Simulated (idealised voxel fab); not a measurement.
Module name: voxel self aligned vias (process module)
FYI the section here is cut, 280 nm wide, cells are 5 nm squares.
Throughout this document, each cross-section is represented as a grid of square cells and is presented as a sequence of bands enumerated from the top downward, where a band comprises one or more rows of cells.
For a band, the entry starts with two heights in nm, that of the top and then that of the bottom, and carries on with the band's materials in order from left to right, each alongside its width in nm; the word "full width" beside a single material means it fills the band edge to edge, and "air" means empty space.
A quick word on heights: they are counted from 0, and under that level the wafer as it came to us is one material throughout. The lowest band is different from the rest in having no bottom; it simply continues downward, written as in "from 0 down".
When a width is written as two numbers, as in "30..40", the first number is the width in the top row of cells of the band and the second is the width in its bottom row, and the width changes by the same amount from each row to the next.
Given "identical to before" for a step, no cell of the cross-section differs between before and after that step.
Each empty space that has no open way to the top and spans at least 8 cells appears under "Closed void inventory" as width x height at distance, the distance counted from the left edge, all in nm.
Read whatever lies past the settings on a step's line as the simulator's own remark about the step.
"overlay nm" on a masked step: distance the mask lay right of its planned place, negative for left.
Planned process steps
1. RECEIVE [material Si]
2. CONFORMAL_DEP [material SiO2] [thk nm 10]
3. CONFORMAL_DEP [material SiCN] [thk nm 5]
4. DIRECTIONAL_DEP [material lowk] [thk nm 25]
5. MASKED_ETCH [tone open] [mask id LINES] [width nm 20] [pitch nm 45] [etch materials lowk] [depth nm 25] [overlay nm -15]
6. CONFORMAL_DEP [material TiN] [thk nm 5]
7. FILL_DEP [material W] [thk nm 10]
8. CMP [height nm 40]
9. SELECTIVE_ETCH [etch materials W Ru TiN] [depth nm 5]
10. FILL_DEP [material SiN] [thk nm 5]
11. CMP [height nm 40]
12. DIRECTIONAL_DEP [material lowk] [thk nm 15]
13. PATTERN [tone open] [mask id VIAS] [material resist] [width nm 30] [thk nm 20] [overlay nm 0]
14. DIRECTIONAL_ETCH [etch materials lowk] [depth nm 15]
15. DIRECTIONAL_ETCH [etch materials SiN] [depth nm 5]
16. STRIP [etch materials resist]
17. CONFORMAL_DEP [material TiN] [thk nm 5]
18. FILL_DEP [material Ru] [thk nm 10]
19. CMP [height nm 55]
20. CONFORMAL_DEP [material SiCN] [thk nm 5]
varied across the wafers: overlay nm of step 5. The plan shows the first wafer's value. All wafers start alike
The as-received cross-section of the first of several wafers corresponds to the state after step 1
- from 0 down | Si full width
- Closed void inventory: none
Module finished, last step 20 done: cross-section of the first of several wafers
- from 60 to 55 | SiCN full width
- from 55 to 45 | lowk (100) / TiN (5) / Ru (20) / TiN (5) / lowk (150)
- from 45 to 40 | lowk (100) / TiN (30) / lowk (150)
- from 40 to 35 | lowk (90) / SiN (10) / TiN (10) / lowk (25) / SiN (20) / lowk (125)
- from 35 to 20 | lowk (90) / TiN (5) / W (10) / TiN (5) / lowk (25) / TiN (5) / W (10) / TiN (5) / lowk (125)
- from 20 to 15 | lowk (90) / TiN (20) / lowk (25) / TiN (20) / lowk (125)
- from 15 to 10 | SiCN full width
- from 10 to 0 | SiO2 full width
- from 0 down | Si full width
- Closed void inventory: none
Cross-section, last wafer, module completion
- from 60 to 55 | SiCN full width
- from 55 to 45 | lowk (100) / TiN (5) / Ru (20) / TiN (5) / lowk (150)
- from 45 to 40 | lowk (100) / TiN (30) / lowk (150)
- from 40 to 35 | lowk (120) / TiN (10) / SiN (10) / lowk (25) / SiN (20) / lowk (95)
- from 35 to 20 | lowk (120) / TiN (5) / W (10) / TiN (5) / lowk (25) / TiN (5) / W (10) / TiN (5) / lowk (95)
- from 20 to 15 | lowk (120) / TiN (20) / lowk (25) / TiN (20) / lowk (95)
- from 15 to 10 | SiCN full width
- from 10 to 0 | SiO2 full width
- from 0 down | Si full width
- Closed void inventory: none
Below: a row per wafer. Contents at end of module: for every material, cells gained since receipt (+) or lost since receipt (-); then closed voids
overlay nm -15, +8 Ru, +112 SiCN, +6 SiN, +112 SiO2, +32 TiN, +12 W, +390 lowk, Closed void inventory: none
overlay nm -10, +9 Ru, +112 SiCN, +5 SiN, +112 SiO2, +32 TiN, +12 W, +390 lowk, Closed void inventory: none
overlay nm -5, +10 Ru, +112 SiCN, +4 SiN, +112 SiO2, +32 TiN, +12 W, +390 lowk, Closed void inventory: none
overlay nm 0, +10 Ru, +112 SiCN, +4 SiN, +112 SiO2, +32 TiN, +12 W, +390 lowk, Closed void inventory: none
overlay nm 5, +10 Ru, +112 SiCN, +4 SiN, +112 SiO2, +32 TiN, +12 W, +390 lowk, Closed void inventory: none
overlay nm 10, +9 Ru, +112 SiCN, +5 SiN, +112 SiO2, +32 TiN, +12 W, +390 lowk, Closed void inventory: none
overlay nm 15, +8 Ru, +112 SiCN, +6 SiN, +112 SiO2, +32 TiN, +12 W, +390 lowk, Closed void inventory: none
